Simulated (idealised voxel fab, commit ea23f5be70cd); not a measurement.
process module | voxel self aligned vias
cross-section cut | 285 nm wide | cells 5 nm
A cross-section is a grid of square cells, given in bands from the top down. A band is one or more rows of cells.
Each band's line starts with the height of the band's top and of its bottom, in nm. Then come its materials from left to right, each with its width in nm. One material with "throughout" fills the band from edge to edge. "air" is empty space.
Height 0 is the level under which the wafer as received is all one material. The lowest band goes on downwards, as in "0 down".
A width such as "30 to 40" changes by the same amount from each row of cells to the next, from the band's top row to its bottom row.
"no change" after a step means that no cell of the cross-section changed.
closed voids: empty space of 8 cells or more with no open way to the top, each as width x height at its distance from the left edge, in nm
after a step's settings: what the simulator itself notes on the step
overlay nm, on a step with a mask: how far to the right of its planned place the mask lay; to the left if negative
plan
1 op RECEIVE | material Si
2 op CONFORMAL_DEP | material SiO2 | thk nm 15
3 op CONFORMAL_DEP | material SiCN | thk nm 5
4 op DIRECTIONAL_DEP | material lowk | thk nm 25
5 op PATTERN | tone open | mask id LINES | material resist | width nm 30 | pitch nm 70 | thk nm 20 | overlay nm 0
6 op DIRECTIONAL_ETCH | etch materials lowk | depth nm 25
7 op STRIP | etch materials resist
8 op CONFORMAL_DEP | material TiN | thk nm 5
9 op FILL_DEP | material Ru | thk nm 10
10 op CMP | height nm 45
11 op SELECTIVE_ETCH | etch materials W Ru TiN | depth nm 5
12 op FILL_DEP | material SiN | thk nm 10
13 op CMP | height nm 45
14 op DIRECTIONAL_DEP | material lowk | thk nm 20
15 op PATTERN | tone open | mask id VIAS | material resist | width nm 40 | pitch nm 70 | thk nm 15 | overlay nm 0
16 op DIRECTIONAL_ETCH | etch materials lowk | depth nm 20
17 op DIRECTIONAL_ETCH | etch materials SiN | depth nm 5
18 op STRIP | etch materials resist
19 op CONFORMAL_DEP | material TiN | thk nm 5
20 op FILL_DEP | material Cu | thk nm 10
21 op CMP | height nm 65
22 op CONFORMAL_DEP | material SiN | thk nm 5
first wafer, as planned
as received, after step 1
  0 down: Si throughout
  closed voids: none
after step 2
  15 to 0: SiO2 throughout
  below 0: unchanged
after step 3
  20 to 15: SiCN throughout
  below 15: unchanged
after step 4
  45 to 20: lowk throughout
  below 20: unchanged
after step 5
  65 to 45: resist 90 | air 30 | resist 40 | air 30 | resist 95
  below 45: unchanged
after step 6
  65 to 45: resist 90 | air 30 | resist 40 | air 30 | resist 95
  45 to 20: lowk 90 | air 30 | lowk 40 | air 30 | lowk 95
  below 20: unchanged
after step 7
  45 to 20: lowk 90 | air 30 | lowk 40 | air 30 | lowk 95
  below 20: unchanged
after step 8
  50 to 45: TiN 95 | air 20 | TiN 50 | air 20 | TiN 100
  45 to 25: lowk 90 | TiN 5 | air 20 | TiN 5 | lowk 40 | TiN 5 | air 20 | TiN 5 | lowk 95
  25 to 20: lowk 90 | TiN 30 | lowk 40 | TiN 30 | lowk 95
  below 20: unchanged
after step 9
  60 to 50: Ru throughout
  50 to 45: TiN 95 | Ru 20 | TiN 50 | Ru 20 | TiN 100
  45 to 25: lowk 90 | TiN 5 | Ru 20 | TiN 5 | lowk 40 | TiN 5 | Ru 20 | TiN 5 | lowk 95
  below 25: unchanged
after step 10
  45 to 25: lowk 90 | TiN 5 | Ru 20 | TiN 5 | lowk 40 | TiN 5 | Ru 20 | TiN 5 | lowk 95
  below 25: unchanged
after step 11
  45 to 40: lowk 90 | air 30 | lowk 40 | air 30 | lowk 95
  below 40: unchanged
after step 12
  55 to 45: SiN throughout
  45 to 40: lowk 90 | SiN 30 | lowk 40 | SiN 30 | lowk 95
  below 40: unchanged
after step 13
  45 to 40: lowk 90 | SiN 30 | lowk 40 | SiN 30 | lowk 95
  below 40: unchanged
after step 14
  65 to 45: lowk throughout
  below 45: unchanged
after step 15
  80 to 65: resist 85 | air 40 | resist 30 | air 40 | resist 90
  below 65: unchanged
after step 16
  80 to 65: resist 85 | air 40 | resist 30 | air 40 | resist 90
  65 to 45: lowk 85 | air 40 | lowk 30 | air 40 | lowk 90
  below 45: unchanged
after step 17
  80 to 65: resist 85 | air 40 | resist 30 | air 40 | resist 90
  65 to 45: lowk 85 | air 40 | lowk 30 | air 40 | lowk 90
  45 to 40: lowk 90 | air 30 | lowk 40 | air 30 | lowk 95
  below 40: unchanged
after step 18
  65 to 45: lowk 85 | air 40 | lowk 30 | air 40 | lowk 90
  below 45: unchanged
after step 19
  70 to 65: TiN 90 | air 30 | TiN 40 | air 30 | TiN 95
  65 to 50: lowk 85 | TiN 5 | air 30 | TiN 5 | lowk 30 | TiN 5 | air 30 | TiN 5 | lowk 90
  50 to 45: lowk 85 | TiN 10 | air 20 | TiN 10 | lowk 30 | TiN 10 | air 20 | TiN 10 | lowk 90
  45 to 40: lowk 90 | TiN 30 | lowk 40 | TiN 30 | lowk 95
  below 40: unchanged
after step 20
  80 to 70: Cu throughout
  70 to 65: TiN 90 | Cu 30 | TiN 40 | Cu 30 | TiN 95
  65 to 50: lowk 85 | TiN 5 | Cu 30 | TiN 5 | lowk 30 | TiN 5 | Cu 30 | TiN 5 | lowk 90
  50 to 45: lowk 85 | TiN 10 | Cu 20 | TiN 10 | lowk 30 | TiN 10 | Cu 20 | TiN 10 | lowk 90
  below 45: unchanged
after step 21
  65 to 50: lowk 85 | TiN 5 | Cu 30 | TiN 5 | lowk 30 | TiN 5 | Cu 30 | TiN 5 | lowk 90
  below 50: unchanged
after step 22
  70 to 65: SiN throughout
  below 65: unchanged
second wafer: like start, like plan, one mistake. Through step 2 it matches the first wafer
when step 3 should have ended: no change
when step 4 should have ended
  40 to 15: lowk throughout
  below 15: unchanged
when step 5 should have ended
  60 to 40: resist 90 | air 30 | resist 40 | air 30 | resist 95
  below 40: unchanged
when step 6 should have ended
  60 to 40: resist 90 | air 30 | resist 40 | air 30 | resist 95
  40 to 15: lowk 90 | air 30 | lowk 40 | air 30 | lowk 95
  below 15: unchanged
when step 7 should have ended
  40 to 15: lowk 90 | air 30 | lowk 40 | air 30 | lowk 95
  below 15: unchanged
when step 8 should have ended
  45 to 40: TiN 95 | air 20 | TiN 50 | air 20 | TiN 100
  40 to 20: lowk 90 | TiN 5 | air 20 | TiN 5 | lowk 40 | TiN 5 | air 20 | TiN 5 | lowk 95
  20 to 15: lowk 90 | TiN 30 | lowk 40 | TiN 30 | lowk 95
  below 15: unchanged
when step 9 should have ended
  55 to 45: Ru throughout
  45 to 40: TiN 95 | Ru 20 | TiN 50 | Ru 20 | TiN 100
  40 to 20: lowk 90 | TiN 5 | Ru 20 | TiN 5 | lowk 40 | TiN 5 | Ru 20 | TiN 5 | lowk 95
  below 20: unchanged
when step 10 should have ended
  45 to 40: TiN 95 | Ru 20 | TiN 50 | Ru 20 | TiN 100
  below 40: unchanged
when step 11 should have ended
  40 to 20: lowk 90 | TiN 5 | Ru 20 | TiN 5 | lowk 40 | TiN 5 | Ru 20 | TiN 5 | lowk 95
  below 20: unchanged
when step 12 should have ended
  50 to 40: SiN throughout
  below 40: unchanged
when step 13 should have ended
  45 to 40: SiN throughout
  below 40: unchanged
when step 14 should have ended
  65 to 45: lowk throughout
  below 45: unchanged
when step 15 should have ended
  80 to 65: resist 85 | air 40 | resist 30 | air 40 | resist 90
  below 65: unchanged
when step 16 should have ended
  80 to 65: resist 85 | air 40 | resist 30 | air 40 | resist 90
  65 to 45: lowk 85 | air 40 | lowk 30 | air 40 | lowk 90
  below 45: unchanged
when step 17 should have ended
  80 to 65: resist 85 | air 40 | resist 30 | air 40 | resist 90
  65 to 45: lowk 85 | air 40 | lowk 30 | air 40 | lowk 90
  45 to 40: SiN 85 | air 40 | SiN 30 | air 40 | SiN 90
  below 40: unchanged
when step 18 should have ended
  65 to 45: lowk 85 | air 40 | lowk 30 | air 40 | lowk 90
  below 45: unchanged
when step 19 should have ended
  70 to 65: TiN 90 | air 30 | TiN 40 | air 30 | TiN 95
  65 to 45: lowk 85 | TiN 5 | air 30 | TiN 5 | lowk 30 | TiN 5 | air 30 | TiN 5 | lowk 90
  45 to 40: SiN 85 | TiN 40 | SiN 30 | TiN 40 | SiN 90
  below 40: unchanged
when step 20 should have ended
  80 to 70: Cu throughout
  70 to 65: TiN 90 | Cu 30 | TiN 40 | Cu 30 | TiN 95
  65 to 45: lowk 85 | TiN 5 | Cu 30 | TiN 5 | lowk 30 | TiN 5 | Cu 30 | TiN 5 | lowk 90
  below 45: unchanged
when step 21 should have ended
  65 to 45: lowk 85 | TiN 5 | Cu 30 | TiN 5 | lowk 30 | TiN 5 | Cu 30 | TiN 5 | lowk 90
  below 45: unchanged
when step 22 should have ended
  70 to 65: SiN throughout
  below 65: unchanged
what went wrong: step 3 was left out
at the end the second wafer has, in cells: 4 more of Cu | 8 more of Ru | 57 fewer of SiCN | 41 more of SiN | 4 more of TiN
